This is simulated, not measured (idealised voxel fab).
Proc. module: voxel tone inversion
Square cells of 5 nm make up the cross-section cut, whose width is 170 nm.
We lay out every cross-section as a grid of square cells and spell it out in bands from the top down, where one band means one or more rows of cells. Top, bottom (nm), then materials left to right with widths (nm); lone material tagged "everywhere" fills the whole band edge to edge; "empty" = empty space. For the purposes of this specification, 0 denotes the height below which the wafer in its as-received condition is composed wholly of one material, and the lowermost band, lacking a lower limit, extends downward without end, as expressed in "0 down". With a width like "30..40", each row of cells in the band differs from the next by the same amount, the top row carrying the first number and the bottom row the second. Take "nothing different" at face value: in the step it is given for, the cross-section changed in none of its cells. Under "Voids lacking openings" you'll find the enclosed gaps, the ones with no way out to the top, that are 8 cells or bigger; each reads width x height at distance, with distance counted from the left edge, everything in nm. Formally, on a step line, whatever follows the settings is a remark that the simulator itself makes on the step. What "overlay nm" on a step's line means: if the step has a mask, that mask lay this far to the right of its planned place, or, when the value is negative, to the left.
### This section lists the process steps that were planned
1: RECEIVE [material Si]
2: CONFORMAL_DEP [material SiN] [thk nm 5]
3: DIRECTIONAL_DEP [material aC] [thk nm 15]
4: PATTERN [tone cover] [mask id POSTS] [material resist] [width nm 20] [pitch nm 40] [thk nm 20] [overlay nm 0]
5: DIRECTIONAL_ETCH [etch materials aC] [depth nm 15]
6: STRIP [etch materials resist]
7: FILL_DEP [material SiO2] [thk nm 5]
8: CMP [height nm 20]
9: STRIP [etch materials aC]
The wafers in this document start out alike and differ in the depth nm applied at step 5; the plan shows the value used for the first wafer.
### As-received cross-section, first of several wafers, post step 1
0 down  Si everywhere
Voids lacking openings: none
### first wafer at the end, after step 9
20 to 5  SiO2 15 nm  empty 20 nm  SiO2 20 nm  empty 20 nm  SiO2 20 nm  empty 20 nm  SiO2 20 nm  empty 20 nm  SiO2 15 nm
5 to 0  SiN everywhere
0 down  Si everywhere
Voids lacking openings: none
### Cross-section, last wafer, module completion
20 to 15  SiO2 everywhere
15 to 5  SiO2 15 nm  aC 20 nm  SiO2 20 nm  aC 20 nm  SiO2 20 nm  aC 20 nm  SiO2 20 nm  aC 20 nm  SiO2 15 nm
5 to 0  SiN everywhere
0 down  Si everywhere
Voids lacking openings: none
### Tabulated below, wafer by wafer, are the end-of-module results: for each material, the number of cells gained (+) or lost (-) relative to the as-received state, followed by the closed voids
depth nm 15; +34 SiN; +54 SiO2; Voids lacking openings: none
depth nm 20; +34 SiN; +54 SiO2; Voids lacking openings: none
depth nm 25; +34 SiN; +70 SiO2; +32 aC; Voids lacking openings: none
